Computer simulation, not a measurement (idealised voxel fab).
Process module under the name voxel wiring stack
Section cut is 290 nm wide and gridded with 5 nm square cells.
Throughout this document, each cross-section is represented as a grid of square cells and is presented as a sequence of bands enumerated from the top downward, where a band comprises one or more rows of cells.
A band entry consists of two parts. The first gives the height of the band's top and the height of its bottom, in nm. The rest lists the band's materials from left to right, each with its width in nm. A single material labelled with the word "edge to edge" fills the band from edge to edge, and the word "empty" marks empty space.
Where do heights start? At 0: under that level the wafer as delivered is made of one material only. And the lowest band has no floor; it just carries on downward, as in "0 and below".
The expression "30..40" gives the width at the extremes of the band, the first number at its top row of cells and the second at its bottom row, with the width changing by equal amounts from each row to the next in between.
"no alteration" after a step means that no cell of the cross-section changed.
Heads up: "Closed voids list" only lists the empty pockets with no open path to the top that are 8 cells or more, and it writes them as width x height at distance, distance from the left edge, in nm.
Step line, after settings: the simulator's comment on this step.
The line of a step may include "overlay nm". On a step with a mask, this value is how far to the right of its planned place the mask lay. A negative value means the mask lay to the left.

Here's what the planned process steps look like:
| 1 | RECEIVE with material Si |
| 2 | CONFORMAL_DEP with material SiO2, thk nm 10 |
| 3 | CONFORMAL_DEP with material SiCN, thk nm 5 |
| 4 | DIRECTIONAL_DEP with material lowk, thk nm 15 |
| 5 | MASKED_ETCH with tone open, mask id METAL_1, width nm 25, pitch nm 50, etch materials lowk, depth nm 15, overlay nm 0 |
| 6 | MASKED_ETCH with tone open, mask id METAL_1, width nm 25, pitch nm 50, etch materials SiCN, depth nm 5, overlay nm 0 |
| 7 | CONFORMAL_DEP with material TiN, thk nm 5 |
| 8 | FILL_DEP with material Ru, thk nm 5 |
| 9 | CMP with height nm 30 |
| 10 | CONFORMAL_DEP with material SiCN, thk nm 5 |
| 11 | DIRECTIONAL_DEP with material SiO2, thk nm 20 |
| 12 | PATTERN with tone open, mask id PLUG_1, material resist, width nm 15, pitch nm 50, thk nm 15, overlay nm 0 |
| 13 | DIRECTIONAL_ETCH with etch materials SiO2, depth nm 20 |
| 14 | DIRECTIONAL_ETCH with etch materials SiCN, depth nm 5 |
| 15 | STRIP with etch materials resist |
| 16 | CONFORMAL_DEP with material TiN, thk nm 5 |
| 17 | FILL_DEP with material W, thk nm 5 |
| 18 | CMP with height nm 55 |
| 19 | CONFORMAL_DEP with material SiCN, thk nm 5 |
| 20 | DIRECTIONAL_DEP with material SiO2, thk nm 20 |
| 21 | PATTERN with tone open, mask id METAL_2, material resist, width nm 25, pitch nm 50, thk nm 15, overlay nm 0 |
| 22 | DIRECTIONAL_ETCH with etch materials SiO2, depth nm 20 |
| 23 | DIRECTIONAL_ETCH with etch materials SiCN, depth nm 5 |
| 24 | STRIP with etch materials resist |
| 25 | CONFORMAL_DEP with material TiN, thk nm 5 |
| 26 | FILL_DEP with material Cu, thk nm 5 |
| 27 | CMP with height nm 80 |
| 28 | CONFORMAL_DEP with material SiCN, thk nm 5 |

The first of two wafers, run as planned:

This is the cross-section of the wafer as we received it, i.e. after step 1:
0 and below  Si edge to edge
Closed voids list: none

Presented here is a cross-section of the wafer after step 2 has been performed:
10 down to 0  SiO2 edge to edge
Below 0 it's all the same as before, nothing changed down there.

Presented here is a cross-section of the wafer after step 3 has been performed:
15 down to 10  SiCN edge to edge
Below 10 it's all the same as before, nothing changed down there.

Presented here is a cross-section of the wafer after step 4 has been performed:
30 down to 15  lowk edge to edge
Below 15 it's all the same as before, nothing changed down there.

Presented here is a cross-section of the wafer after step 5 has been performed:
30 down to 15  lowk: 105; empty: 25; lowk: 25; empty: 25; lowk: 110
Below 15 it's all the same as before, nothing changed down there.

Presented here is a cross-section of the wafer after step 6 has been performed:
30 down to 15  lowk: 105; empty: 25; lowk: 25; empty: 25; lowk: 110
15 down to 10  SiCN: 105; empty: 25; SiCN: 25; empty: 25; SiCN: 110
Below 10 it's all the same as before, nothing changed down there.

Presented here is a cross-section of the wafer after step 7 has been performed:
35 down to 30  TiN: 110; empty: 15; TiN: 35; empty: 15; TiN: 115
30 down to 15  lowk: 105; TiN: 5; empty: 15; TiN: 5; lowk: 25; TiN: 5; empty: 15; TiN: 5; lowk: 110
15 down to 10  SiCN: 105; TiN: 25; SiCN: 25; TiN: 25; SiCN: 110
Below 10 it's all the same as before, nothing changed down there.

Presented here is a cross-section of the wafer after step 8 has been performed:
40 down to 35  Ru edge to edge
35 down to 30  TiN: 110; Ru: 15; TiN: 35; Ru: 15; TiN: 115
30 down to 15  lowk: 105; TiN: 5; Ru: 15; TiN: 5; lowk: 25; TiN: 5; Ru: 15; TiN: 5; lowk: 110
Below 15 it's all the same as before, nothing changed down there.

Presented here is a cross-section of the wafer after step 9 has been performed:
30 down to 15  lowk: 105; TiN: 5; Ru: 15; TiN: 5; lowk: 25; TiN: 5; Ru: 15; TiN: 5; lowk: 110
Below 15 it's all the same as before, nothing changed down there.

Presented here is a cross-section of the wafer after step 10 has been performed:
35 down to 30  SiCN edge to edge
Below 30 it's all the same as before, nothing changed down there.

Presented here is a cross-section of the wafer after step 11 has been performed:
55 down to 35  SiO2 edge to edge
Below 35 it's all the same as before, nothing changed down there.

Presented here is a cross-section of the wafer after step 12 has been performed:
70 down to 55  resist: 105; empty: 15; resist: 35; empty: 15; resist: 120
Below 55 it's all the same as before, nothing changed down there.

Presented here is a cross-section of the wafer after step 13 has been performed:
70 down to 55  resist: 105; empty: 15; resist: 35; empty: 15; resist: 120
55 down to 35  SiO2: 105; empty: 15; SiO2: 35; empty: 15; SiO2: 120
Below 35 it's all the same as before, nothing changed down there.

Presented here is a cross-section of the wafer after step 14 has been performed:
70 down to 55  resist: 105; empty: 15; resist: 35; empty: 15; resist: 120
55 down to 35  SiO2: 105; empty: 15; SiO2: 35; empty: 15; SiO2: 120
35 down to 30  SiCN: 105; empty: 15; SiCN: 35; empty: 15; SiCN: 120
Below 30 it's all the same as before, nothing changed down there.

Presented here is a cross-section of the wafer after step 15 has been performed:
55 down to 35  SiO2: 105; empty: 15; SiO2: 35; empty: 15; SiO2: 120
Below 35 it's all the same as before, nothing changed down there.

Presented here is a cross-section of the wafer after step 16 has been performed:
60 down to 55  TiN: 110; empty: 5; TiN: 45; empty: 5; TiN: 125
55 down to 35  SiO2: 105; TiN: 5; empty: 5; TiN: 5; SiO2: 35; TiN: 5; empty: 5; TiN: 5; SiO2: 120
35 down to 30  SiCN: 105; TiN: 15; SiCN: 35; TiN: 15; SiCN: 120
Below 30 it's all the same as before, nothing changed down there.

Presented here is a cross-section of the wafer after step 17 has been performed:
65 down to 60  W edge to edge
60 down to 55  TiN: 110; W: 5; TiN: 45; W: 5; TiN: 125
55 down to 35  SiO2: 105; TiN: 5; W: 5; TiN: 5; SiO2: 35; TiN: 5; W: 5; TiN: 5; SiO2: 120
Below 35 it's all the same as before, nothing changed down there.

Presented here is a cross-section of the wafer after step 18 has been performed:
55 down to 35  SiO2: 105; TiN: 5; W: 5; TiN: 5; SiO2: 35; TiN: 5; W: 5; TiN: 5; SiO2: 120
Below 35 it's all the same as before, nothing changed down there.

Presented here is a cross-section of the wafer after step 19 has been performed:
60 down to 55  SiCN edge to edge
Below 55 it's all the same as before, nothing changed down there.

Presented here is a cross-section of the wafer after step 20 has been performed:
80 down to 60  SiO2 edge to edge
Below 60 it's all the same as before, nothing changed down there.

Presented here is a cross-section of the wafer after step 21 has been performed:
95 down to 80  resist: 105; empty: 25; resist: 25; empty: 25; resist: 110
Below 80 it's all the same as before, nothing changed down there.

Presented here is a cross-section of the wafer after step 22 has been performed:
95 down to 80  resist: 105; empty: 25; resist: 25; empty: 25; resist: 110
80 down to 60  SiO2: 105; empty: 25; SiO2: 25; empty: 25; SiO2: 110
Below 60 it's all the same as before, nothing changed down there.

Presented here is a cross-section of the wafer after step 23 has been performed:
95 down to 80  resist: 105; empty: 25; resist: 25; empty: 25; resist: 110
80 down to 60  SiO2: 105; empty: 25; SiO2: 25; empty: 25; SiO2: 110
60 down to 55  SiCN: 105; empty: 25; SiCN: 25; empty: 25; SiCN: 110
Below 55 it's all the same as before, nothing changed down there.

Presented here is a cross-section of the wafer after step 24 has been performed:
80 down to 60  SiO2: 105; empty: 25; SiO2: 25; empty: 25; SiO2: 110
Below 60 it's all the same as before, nothing changed down there.

Presented here is a cross-section of the wafer after step 25 has been performed:
85 down to 80  TiN: 110; empty: 15; TiN: 35; empty: 15; TiN: 115
80 down to 60  SiO2: 105; TiN: 5; empty: 15; TiN: 5; SiO2: 25; TiN: 5; empty: 15; TiN: 5; SiO2: 110
60 down to 55  SiCN: 105; TiN: 25; SiCN: 25; TiN: 25; SiCN: 110
Below 55 it's all the same as before, nothing changed down there.

Presented here is a cross-section of the wafer after step 26 has been performed:
90 down to 85  Cu edge to edge
85 down to 80  TiN: 110; Cu: 15; TiN: 35; Cu: 15; TiN: 115
80 down to 60  SiO2: 105; TiN: 5; Cu: 15; TiN: 5; SiO2: 25; TiN: 5; Cu: 15; TiN: 5; SiO2: 110
Below 60 it's all the same as before, nothing changed down there.

Presented here is a cross-section of the wafer after step 27 has been performed:
80 down to 60  SiO2: 105; TiN: 5; Cu: 15; TiN: 5; SiO2: 25; TiN: 5; Cu: 15; TiN: 5; SiO2: 110
Below 60 it's all the same as before, nothing changed down there.

Presented here is a cross-section of the wafer after step 28 has been performed:
85 down to 80  SiCN edge to edge
Below 80 it's all the same as before, nothing changed down there.

Now the other wafer: same start, same recipe, but we messed up one thing when running it. Up to and including step 22 it's the same as the first one:

Second wafer, sectioned view, at step 23's planned end time:
95 down to 80  resist: 105; empty: 25; resist: 25; empty: 25; resist: 110
80 down to 60  SiO2: 105; empty: 25; SiO2: 25; empty: 25; SiO2: 110
60 down to 55  SiCN: 105; empty: 25; SiCN: 25; empty: 25; SiCN: 110
Below 55 it's all the same as before, nothing changed down there.

Second wafer, sectioned view, at step 24's planned end time:
80 down to 60  SiO2: 105; empty: 25; SiO2: 25; empty: 25; SiO2: 110
Below 60 it's all the same as before, nothing changed down there.

Second wafer, sectioned view, at step 25's planned end time:
85 down to 80  TiN: 110; empty: 15; TiN: 35; empty: 15; TiN: 115
80 down to 60  SiO2: 105; TiN: 5; empty: 15; TiN: 5; SiO2: 25; TiN: 5; empty: 15; TiN: 5; SiO2: 110
60 down to 55  SiCN: 105; TiN: 25; SiCN: 25; TiN: 25; SiCN: 110
Below 55 it's all the same as before, nothing changed down there.

Second wafer, sectioned view, at step 26's planned end time:
90 down to 85  Cu edge to edge
85 down to 80  TiN: 110; Cu: 15; TiN: 35; Cu: 15; TiN: 115
80 down to 60  SiO2: 105; TiN: 5; Cu: 15; TiN: 5; SiO2: 25; TiN: 5; Cu: 15; TiN: 5; SiO2: 110
Below 60 it's all the same as before, nothing changed down there.

Second wafer, sectioned view, at step 27's planned end time:
80 down to 60  SiO2: 105; TiN: 5; Cu: 15; TiN: 5; SiO2: 25; TiN: 5; Cu: 15; TiN: 5; SiO2: 110
Below 60 it's all the same as before, nothing changed down there.

Second wafer, sectioned view, at step 28's planned end time:
85 down to 80  SiCN edge to edge
Below 80 it's all the same as before, nothing changed down there.
Heads up, the wafer didn't run the way we planned it: step 23 of the plan was carried out twice
Outcome: the two wafer cross-sections end up identical, and the model's computation is unaffected by the mistake.
